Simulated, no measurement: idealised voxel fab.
process module | voxel double patterning
cross-section cut | 300 nm wide | cells 5 nm
A cross-section is a grid of square cells, given in bands from the top down. A band is one or more rows of cells.
Each band's line starts with the height of the band's top and of its bottom, in nm. Then come its materials from left to right, each with its width in nm. One material with "throughout" fills the band from edge to edge. "air" is empty space.
Height 0 is the level under which the wafer as received is all one material. The lowest band goes on downwards, as in "0 down".
A width such as "30 to 40" changes by the same amount from each row of cells to the next, from the band's top row to its bottom row.
"no change" after a step means that no cell of the cross-section changed.
closed voids: empty space of 8 cells or more with no open way to the top, each as width x height at its distance from the left edge, in nm
after a step's settings: what the simulator itself notes on the step
overlay nm, on a step with a mask: how far to the right of its planned place the mask lay; to the left if negative
Each pair below shows a cross-section before one step and the cross-section after it, down to the lowest band that changed. The line under each pair gives the step between them, with its settings. The pairs can come from different runs of this module on the same starting wafer, so a pair continues from the pair above only where its "before" says so.
before
  0 down: Si throughout
  closed voids: none
after
  10 to 0: SiO2 throughout
  below 0: unchanged
  closed voids: none
the step between: op CONFORMAL_DEP | material SiO2 | thk nm 10
before: the cross-section after the pair above
after
  25 to 10: TiN throughout
  below 10: unchanged
  closed voids: none
the step between: op DIRECTIONAL_DEP | material TiN | thk nm 15
before: the cross-section after the pair above
after
  30 to 25: SiCN throughout
  below 25: unchanged
  closed voids: none
the step between: op DIRECTIONAL_DEP | material SiCN | thk nm 5
before: the cross-section after the pair above
after
  40 to 30: aC throughout
  below 30: unchanged
  closed voids: none
the step between: op DIRECTIONAL_DEP | material aC | thk nm 10
before: the cross-section after the pair above
after
  70 to 40: resist 90 | air 15 | resist 35 | air 15 | resist 35 | air 15 | resist 95
  below 40: unchanged
  closed voids: none
the step between: op PATTERN | tone open | mask id FIRST | material resist | width nm 15 | pitch nm 50 | thk nm 30 | overlay nm 0
before: the cross-section after the pair above
after
  60 to 40: resist 90 | air 15 | resist 35 | air 15 | resist 35 | air 15 | resist 95
  40 to 30: aC 90 | air 15 | aC 35 | air 15 | aC 35 | air 15 | aC 95
  below 30: unchanged
  closed voids: none
the step between: op DIRECTIONAL_ETCH | etch materials aC | depth nm 10
before: the cross-section after the pair above
after
  40 to 30: aC 90 | air 15 | aC 35 | air 15 | aC 35 | air 15 | aC 95
  below 30: unchanged
  closed voids: none
the step between: op STRIP | etch materials resist
before: the cross-section after the pair above
after
  40 to 30: aC 90 | air 15 | aC 35 | air 15 | aC 35 | air 15 | aC 95
  30 to 25: SiCN 90 | air 15 | SiCN 35 | air 15 | SiCN 35 | air 15 | SiCN 95
  below 25: unchanged
  closed voids: none
the step between: op DIRECTIONAL_ETCH | etch materials SiCN | depth nm 5
before: the cross-section after the pair above
after
  30 to 25: SiCN 90 | air 15 | SiCN 35 | air 15 | SiCN 35 | air 15 | SiCN 95
  below 25: unchanged
  closed voids: none
the step between: op STRIP | etch materials aC
before: the cross-section after the pair above
after
  30 to 25: SiCN 90 | air 15 | SiCN 10 | air 15 | SiCN 10 | air 15 | SiCN 10 | air 15 | SiCN 10 | air 15 | SiCN 95
  below 25: unchanged
  closed voids: none
the step between: op MASKED_ETCH | tone open | mask id SECOND | width nm 15 | pitch nm 50 | etch materials SiCN | depth nm 5 | overlay nm 0
before: the cross-section after the pair above
after
  30 to 25: SiCN 90 | air 15 | SiCN 10 | air 15 | SiCN 10 | air 15 | SiCN 10 | air 15 | SiCN 10 | air 15 | SiCN 95
  25 to 10: TiN 90 | air 15 | TiN 10 | air 15 | TiN 10 | air 15 | TiN 10 | air 15 | TiN 10 | air 15 | TiN 95
  below 10: unchanged
  closed voids: none
the step between: op DIRECTIONAL_ETCH | etch materials TiN | depth nm 15
before: the cross-section after the pair above
after
  25 to 10: TiN 90 | air 15 | TiN 10 | air 15 | TiN 10 | air 15 | TiN 10 | air 15 | TiN 10 | air 15 | TiN 95
  below 10: unchanged
  closed voids: none
the step between: op STRIP | etch materials SiCN
before
  0 down: Si throughout
  closed voids: none
after
  15 to 0: TiN throughout
  below 0: unchanged
  closed voids: none
the step between: op DIRECTIONAL_DEP | material TiN | thk nm 15
before: the cross-section after the pair above
after
  20 to 15: SiCN throughout
  below 15: unchanged
  closed voids: none
the step between: op DIRECTIONAL_DEP | material SiCN | thk nm 5
before: the cross-section after the pair above
after
  30 to 20: aC throughout
  below 20: unchanged
  closed voids: none
the step between: op DIRECTIONAL_DEP | material aC | thk nm 10
before: the cross-section after the pair above
after
  60 to 30: resist 90 | air 15 | resist 35 | air 15 | resist 35 | air 15 | resist 95
  below 30: unchanged
  closed voids: none
the step between: op PATTERN | tone open | mask id FIRST | material resist | width nm 15 | pitch nm 50 | thk nm 30 | overlay nm 0
before: the cross-section after the pair above
after
  50 to 30: resist 90 | air 15 | resist 35 | air 15 | resist 35 | air 15 | resist 95
  30 to 20: aC 90 | air 15 | aC 35 | air 15 | aC 35 | air 15 | aC 95
  below 20: unchanged
  closed voids: none
the step between: op DIRECTIONAL_ETCH | etch materials aC | depth nm 10
before: the cross-section after the pair above
after
  30 to 20: aC 90 | air 15 | aC 35 | air 15 | aC 35 | air 15 | aC 95
  below 20: unchanged
  closed voids: none
the step between: op STRIP | etch materials resist
before: the cross-section after the pair above
after
  30 to 20: aC 90 | air 15 | aC 35 | air 15 | aC 35 | air 15 | aC 95
  20 to 15: SiCN 90 | air 15 | SiCN 35 | air 15 | SiCN 35 | air 15 | SiCN 95
  below 15: unchanged
  closed voids: none
the step between: op DIRECTIONAL_ETCH | etch materials SiCN | depth nm 5
before: the cross-section after the pair above
after
  20 to 15: SiCN 90 | air 15 | SiCN 35 | air 15 | SiCN 35 | air 15 | SiCN 95
  below 15: unchanged
  closed voids: none
the step between: op STRIP | etch materials aC
before: the cross-section after the pair above
after
  20 to 15: SiCN 90 | air 15 | SiCN 10 | air 15 | SiCN 10 | air 15 | SiCN 10 | air 15 | SiCN 10 | air 15 | SiCN 95
  below 15: unchanged
  closed voids: none
the step between: op MASKED_ETCH | tone open | mask id SECOND | width nm 15 | pitch nm 50 | etch materials SiCN | depth nm 5 | overlay nm 0
before: the cross-section after the pair above
after
  20 to 15: SiCN 90 | air 15 | SiCN 10 | air 15 | SiCN 10 | air 15 | SiCN 10 | air 15 | SiCN 10 | air 15 | SiCN 95
  15 to 0: TiN 90 | air 15 | TiN 10 | air 15 | TiN 10 | air 15 | TiN 10 | air 15 | TiN 10 | air 15 | TiN 95
  below 0: unchanged
  closed voids: none
the step between: op DIRECTIONAL_ETCH | etch materials TiN | depth nm 15
before: the cross-section after the pair above
after
  15 to 0: TiN 90 | air 15 | TiN 10 | air 15 | TiN 10 | air 15 | TiN 10 | air 15 | TiN 10 | air 15 | TiN 95
  below 0: unchanged
  closed voids: none
the step between: op STRIP | etch materials SiCN
before
  25 to 10: TiN throughout
  10 to 0: SiO2 throughout
  0 down: Si throughout
  closed voids: none
after
  40 to 10: TiN throughout
  below 10: unchanged
  closed voids: none
the step between: op DIRECTIONAL_DEP | material TiN | thk nm 15
before: the cross-section after the pair above
after
  45 to 40: SiCN throughout
  below 40: unchanged
  closed voids: none
the step between: op DIRECTIONAL_DEP | material SiCN | thk nm 5
before: the cross-section after the pair above
after
  55 to 45: aC throughout
  below 45: unchanged
  closed voids: none
the step between: op DIRECTIONAL_DEP | material aC | thk nm 10
before: the cross-section after the pair above
after
  85 to 55: resist 90 | air 15 | resist 35 | air 15 | resist 35 | air 15 | resist 95
  below 55: unchanged
  closed voids: none
the step between: op PATTERN | tone open | mask id FIRST | material resist | width nm 15 | pitch nm 50 | thk nm 30 | overlay nm 0
before: the cross-section after the pair above
after
  75 to 55: resist 90 | air 15 | resist 35 | air 15 | resist 35 | air 15 | resist 95
  55 to 45: aC 90 | air 15 | aC 35 | air 15 | aC 35 | air 15 | aC 95
  below 45: unchanged
  closed voids: none
the step between: op DIRECTIONAL_ETCH | etch materials aC | depth nm 10
before: the cross-section after the pair above
after
  55 to 45: aC 90 | air 15 | aC 35 | air 15 | aC 35 | air 15 | aC 95
  below 45: unchanged
  closed voids: none
the step between: op STRIP | etch materials resist
before: the cross-section after the pair above
after
  55 to 45: aC 90 | air 15 | aC 35 | air 15 | aC 35 | air 15 | aC 95
  45 to 40: SiCN 90 | air 15 | SiCN 35 | air 15 | SiCN 35 | air 15 | SiCN 95
  below 40: unchanged
  closed voids: none
the step between: op DIRECTIONAL_ETCH | etch materials SiCN | depth nm 5
before: the cross-section after the pair above
after
  45 to 40: SiCN 90 | air 15 | SiCN 35 | air 15 | SiCN 35 | air 15 | SiCN 95
  below 40: unchanged
  closed voids: none
the step between: op STRIP | etch materials aC
before: the cross-section after the pair above
after
  45 to 40: SiCN 90 | air 15 | SiCN 10 | air 15 | SiCN 10 | air 15 | SiCN 10 | air 15 | SiCN 10 | air 15 | SiCN 95
  below 40: unchanged
  closed voids: none
the step between: op MASKED_ETCH | tone open | mask id SECOND | width nm 15 | pitch nm 50 | etch materials SiCN | depth nm 5 | overlay nm 0
before: the cross-section after the pair above
after
  45 to 40: SiCN 90 | air 15 | SiCN 10 | air 15 | SiCN 10 | air 15 | SiCN 10 | air 15 | SiCN 10 | air 15 | SiCN 95
  40 to 25: TiN 90 | air 15 | TiN 10 | air 15 | TiN 10 | air 15 | TiN 10 | air 15 | TiN 10 | air 15 | TiN 95
  below 25: unchanged
  closed voids: none
the step between: op DIRECTIONAL_ETCH | etch materials TiN | depth nm 15
before: the cross-section after the pair above
after
  40 to 25: TiN 90 | air 15 | TiN 10 | air 15 | TiN 10 | air 15 | TiN 10 | air 15 | TiN 10 | air 15 | TiN 95
  below 25: unchanged
  closed voids: none
the step between: op STRIP | etch materials SiCN
before
  15 to 0: TiN throughout
  0 down: Si throughout
  closed voids: none
after
  25 to 15: SiO2 throughout
  below 15: unchanged
  closed voids: none
the step between: op CONFORMAL_DEP | material SiO2 | thk nm 10
before: the cross-section after the pair above
after
  30 to 25: SiCN throughout
  below 25: unchanged
  closed voids: none
the step between: op DIRECTIONAL_DEP | material SiCN | thk nm 5
before: the cross-section after the pair above
after
  40 to 30: aC throughout
  below 30: unchanged
  closed voids: none
the step between: op DIRECTIONAL_DEP | material aC | thk nm 10
before: the cross-section after the pair above
after
  70 to 40: resist 90 | air 15 | resist 35 | air 15 | resist 35 | air 15 | resist 95
  below 40: unchanged
  closed voids: none
the step between: op PATTERN | tone open | mask id FIRST | material resist | width nm 15 | pitch nm 50 | thk nm 30 | overlay nm 0
before: the cross-section after the pair above
after
  60 to 40: resist 90 | air 15 | resist 35 | air 15 | resist 35 | air 15 | resist 95
  40 to 30: aC 90 | air 15 | aC 35 | air 15 | aC 35 | air 15 | aC 95
  below 30: unchanged
  closed voids: none
the step between: op DIRECTIONAL_ETCH | etch materials aC | depth nm 10
before: the cross-section after the pair above
after
  40 to 30: aC 90 | air 15 | aC 35 | air 15 | aC 35 | air 15 | aC 95
  below 30: unchanged
  closed voids: none
the step between: op STRIP | etch materials resist
before: the cross-section after the pair above
after
  40 to 30: aC 90 | air 15 | aC 35 | air 15 | aC 35 | air 15 | aC 95
  30 to 25: SiCN 90 | air 15 | SiCN 35 | air 15 | SiCN 35 | air 15 | SiCN 95
  below 25: unchanged
  closed voids: none
the step between: op DIRECTIONAL_ETCH | etch materials SiCN | depth nm 5
before: the cross-section after the pair above
after
  30 to 25: SiCN 90 | air 15 | SiCN 35 | air 15 | SiCN 35 | air 15 | SiCN 95
  below 25: unchanged
  closed voids: none
the step between: op STRIP | etch materials aC
before: the cross-section after the pair above
after
  30 to 25: SiCN 90 | air 15 | SiCN 10 | air 15 | SiCN 10 | air 15 | SiCN 10 | air 15 | SiCN 10 | air 15 | SiCN 95
  below 25: unchanged
  closed voids: none
the step between: op MASKED_ETCH | tone open | mask id SECOND | width nm 15 | pitch nm 50 | etch materials SiCN | depth nm 5 | overlay nm 0
before: the cross-section after the pair above
after
  25 to 15: SiO2 throughout
  below 15: unchanged
  closed voids: none
the step between: op STRIP | etch materials SiCN
before
  10 to 0: SiO2 throughout
  0 down: Si throughout
  closed voids: none
after
  35 to 10: TiN throughout
  below 10: unchanged
  closed voids: none
the step between: op DIRECTIONAL_DEP | material TiN | thk nm 25
before: the cross-section after the pair above
after
  40 to 35: SiCN throughout
  below 35: unchanged
  closed voids: none
the step between: op DIRECTIONAL_DEP | material SiCN | thk nm 5
before: the cross-section after the pair above
after
  50 to 40: aC throughout
  below 40: unchanged
  closed voids: none
the step between: op DIRECTIONAL_DEP | material aC | thk nm 10
before: the cross-section after the pair above
after
  80 to 50: resist 90 | air 15 | resist 35 | air 15 | resist 35 | air 15 | resist 95
  below 50: unchanged
  closed voids: none
the step between: op PATTERN | tone open | mask id FIRST | material resist | width nm 15 | pitch nm 50 | thk nm 30 | overlay nm 0
before: the cross-section after the pair above
after
  70 to 50: resist 90 | air 15 | resist 35 | air 15 | resist 35 | air 15 | resist 95
  50 to 40: aC 90 | air 15 | aC 35 | air 15 | aC 35 | air 15 | aC 95
  below 40: unchanged
  closed voids: none
the step between: op DIRECTIONAL_ETCH | etch materials aC | depth nm 10
before: the cross-section after the pair above
after
  50 to 40: aC 90 | air 15 | aC 35 | air 15 | aC 35 | air 15 | aC 95
  below 40: unchanged
  closed voids: none
the step between: op STRIP | etch materials resist
before: the cross-section after the pair above
after
  50 to 40: aC 90 | air 15 | aC 35 | air 15 | aC 35 | air 15 | aC 95
  40 to 35: SiCN 90 | air 15 | SiCN 35 | air 15 | SiCN 35 | air 15 | SiCN 95
  below 35: unchanged
  closed voids: none
the step between: op DIRECTIONAL_ETCH | etch materials SiCN | depth nm 5
before: the cross-section after the pair above
after
  40 to 35: SiCN 90 | air 15 | SiCN 35 | air 15 | SiCN 35 | air 15 | SiCN 95
  below 35: unchanged
  closed voids: none
the step between: op STRIP | etch materials aC
before: the cross-section after the pair above
after
  40 to 35: SiCN 90 | air 15 | SiCN 10 | air 15 | SiCN 10 | air 15 | SiCN 10 | air 15 | SiCN 10 | air 15 | SiCN 95
  below 35: unchanged
  closed voids: none
the step between: op MASKED_ETCH | tone open | mask id SECOND | width nm 15 | pitch nm 50 | etch materials SiCN | depth nm 5 | overlay nm 0
before: the cross-section after the pair above
after
  40 to 35: SiCN 90 | air 15 | SiCN 10 | air 15 | SiCN 10 | air 15 | SiCN 10 | air 15 | SiCN 10 | air 15 | SiCN 95
  35 to 20: TiN 90 | air 15 | TiN 10 | air 15 | TiN 10 | air 15 | TiN 10 | air 15 | TiN 10 | air 15 | TiN 95
  below 20: unchanged
  closed voids: none
the step between: op DIRECTIONAL_ETCH | etch materials TiN | depth nm 15
before: the cross-section after the pair above
after
  35 to 20: TiN 90 | air 15 | TiN 10 | air 15 | TiN 10 | air 15 | TiN 10 | air 15 | TiN 10 | air 15 | TiN 95
  below 20: unchanged
  closed voids: none
the step between: op STRIP | etch materials SiCN
before
  30 to 25: SiCN 90 | air 15 | SiCN 35 | air 15 | SiCN 35 | air 15 | SiCN 95
  25 to 10: TiN throughout
  10 to 0: SiO2 throughout
  0 down: Si throughout
  closed voids: none
after
  30 to 25: SiCN 90 | air 15 | SiCN 10 | air 20 | SiCN 5 | air 15 | SiCN 10 | air 20 | SiCN 5 | air 15 | SiCN 95
  below 25: unchanged
  closed voids: none
the step between: op MASKED_ETCH | tone open | mask id SECOND | width nm 20 | pitch nm 50 | etch materials SiCN | depth nm 5 | overlay nm 0
before: the cross-section after the pair above
after
  30 to 25: SiCN 90 | air 15 | SiCN 10 | air 20 | SiCN 5 | air 15 | SiCN 10 | air 20 | SiCN 5 | air 15 | SiCN 95
  25 to 10: TiN 90 | air 15 | TiN 10 | air 20 | TiN 5 | air 15 | TiN 10 | air 20 | TiN 5 | air 15 | TiN 95
  below 10: unchanged
  closed voids: none
the step between: op DIRECTIONAL_ETCH | etch materials TiN | depth nm 15
before: the cross-section after the pair above
after
  25 to 10: TiN 90 | air 15 | TiN 10 | air 20 | TiN 5 | air 15 | TiN 10 | air 20 | TiN 5 | air 15 | TiN 95
  below 10: unchanged
  closed voids: none
the step between: op STRIP | etch materials SiCN
before
  30 to 25: SiCN 90 | air 15 | SiCN 35 | air 15 | SiCN 35 | air 15 | SiCN 95
  25 to 10: TiN throughout
  10 to 0: SiO2 throughout
  0 down: Si throughout
  closed voids: none
after
  30 to 25: SiCN 90 | air 30 | SiCN 20 | air 30 | SiCN 20 | air 15 | SiCN 95
  below 25: unchanged
  closed voids: none
the step between: op MASKED_ETCH | tone open | mask id SECOND | width nm 15 | pitch nm 50 | etch materials SiCN | depth nm 5 | overlay nm -10
before: the cross-section after the pair above
after
  30 to 25: SiCN 90 | air 30 | SiCN 20 | air 30 | SiCN 20 | air 15 | SiCN 95
  25 to 10: TiN 90 | air 30 | TiN 20 | air 30 | TiN 20 | air 15 | TiN 95
  below 10: unchanged
  closed voids: none
the step between: op DIRECTIONAL_ETCH | etch materials TiN | depth nm 15
before: the cross-section after the pair above
after
  25 to 10: TiN 90 | air 30 | TiN 20 | air 30 | TiN 20 | air 15 | TiN 95
  below 10: unchanged
  closed voids: none
the step between: op STRIP | etch materials SiCN
before
  10 to 0: SiO2 throughout
  0 down: Si throughout
  closed voids: none
after
  25 to 0: SiO2 throughout
  below 0: unchanged
  closed voids: none
the step between: op DIRECTIONAL_DEP | material SiO2 | thk nm 15
before: the cross-section after the pair above
after
  30 to 25: SiCN throughout
  below 25: unchanged
  closed voids: none
the step between: op DIRECTIONAL_DEP | material SiCN | thk nm 5
before: the cross-section after the pair above
after
  40 to 30: aC throughout
  below 30: unchanged
  closed voids: none
the step between: op DIRECTIONAL_DEP | material aC | thk nm 10
before: the cross-section after the pair above
after
  70 to 40: resist 90 | air 15 | resist 35 | air 15 | resist 35 | air 15 | resist 95
  below 40: unchanged
  closed voids: none
the step between: op PATTERN | tone open | mask id FIRST | material resist | width nm 15 | pitch nm 50 | thk nm 30 | overlay nm 0
before: the cross-section after the pair above
after
  60 to 40: resist 90 | air 15 | resist 35 | air 15 | resist 35 | air 15 | resist 95
  40 to 30: aC 90 | air 15 | aC 35 | air 15 | aC 35 | air 15 | aC 95
  below 30: unchanged
  closed voids: none
the step between: op DIRECTIONAL_ETCH | etch materials aC | depth nm 10
before: the cross-section after the pair above
after
  40 to 30: aC 90 | air 15 | aC 35 | air 15 | aC 35 | air 15 | aC 95
  below 30: unchanged
  closed voids: none
the step between: op STRIP | etch materials resist
before: the cross-section after the pair above
after
  40 to 30: aC 90 | air 15 | aC 35 | air 15 | aC 35 | air 15 | aC 95
  30 to 25: SiCN 90 | air 15 | SiCN 35 | air 15 | SiCN 35 | air 15 | SiCN 95
  below 25: unchanged
  closed voids: none
the step between: op DIRECTIONAL_ETCH | etch materials SiCN | depth nm 5
before: the cross-section after the pair above
after
  30 to 25: SiCN 90 | air 15 | SiCN 35 | air 15 | SiCN 35 | air 15 | SiCN 95
  below 25: unchanged
  closed voids: none
the step between: op STRIP | etch materials aC
before: the cross-section after the pair above
after
  30 to 25: SiCN 90 | air 15 | SiCN 10 | air 15 | SiCN 10 | air 15 | SiCN 10 | air 15 | SiCN 10 | air 15 | SiCN 95
  below 25: unchanged
  closed voids: none
the step between: op MASKED_ETCH | tone open | mask id SECOND | width nm 15 | pitch nm 50 | etch materials SiCN | depth nm 5 | overlay nm 0
before: the cross-section after the pair above
after
  25 to 0: SiO2 throughout
  below 0: unchanged
  closed voids: none
the step between: op STRIP | etch materials SiCN
before
  30 to 25: SiCN 90 | air 15 | SiCN 35 | air 15 | SiCN 35 | air 15 | SiCN 95
  25 to 10: TiN throughout
  10 to 0: SiO2 throughout
  0 down: Si throughout
  closed voids: none
after
  30 to 25: air 115 | SiCN 15 | air 35 | SiCN 15 | air 120
  below 25: unchanged
  closed voids: none
the step between: op MASKED_ETCH | tone cover | mask id SECOND | width nm 15 | pitch nm 50 | etch materials SiCN | depth nm 5 | overlay nm 0
before: the cross-section after the pair above
after
  30 to 25: air 115 | SiCN 15 | air 35 | SiCN 15 | air 120
  25 to 10: air 115 | TiN 15 | air 35 | TiN 15 | air 120
  below 10: unchanged
  closed voids: none
the step between: op DIRECTIONAL_ETCH | etch materials TiN | depth nm 15
before: the cross-section after the pair above
after
  25 to 10: air 115 | TiN 15 | air 35 | TiN 15 | air 120
  below 10: unchanged
  closed voids: none
the step between: op STRIP | etch materials SiCN
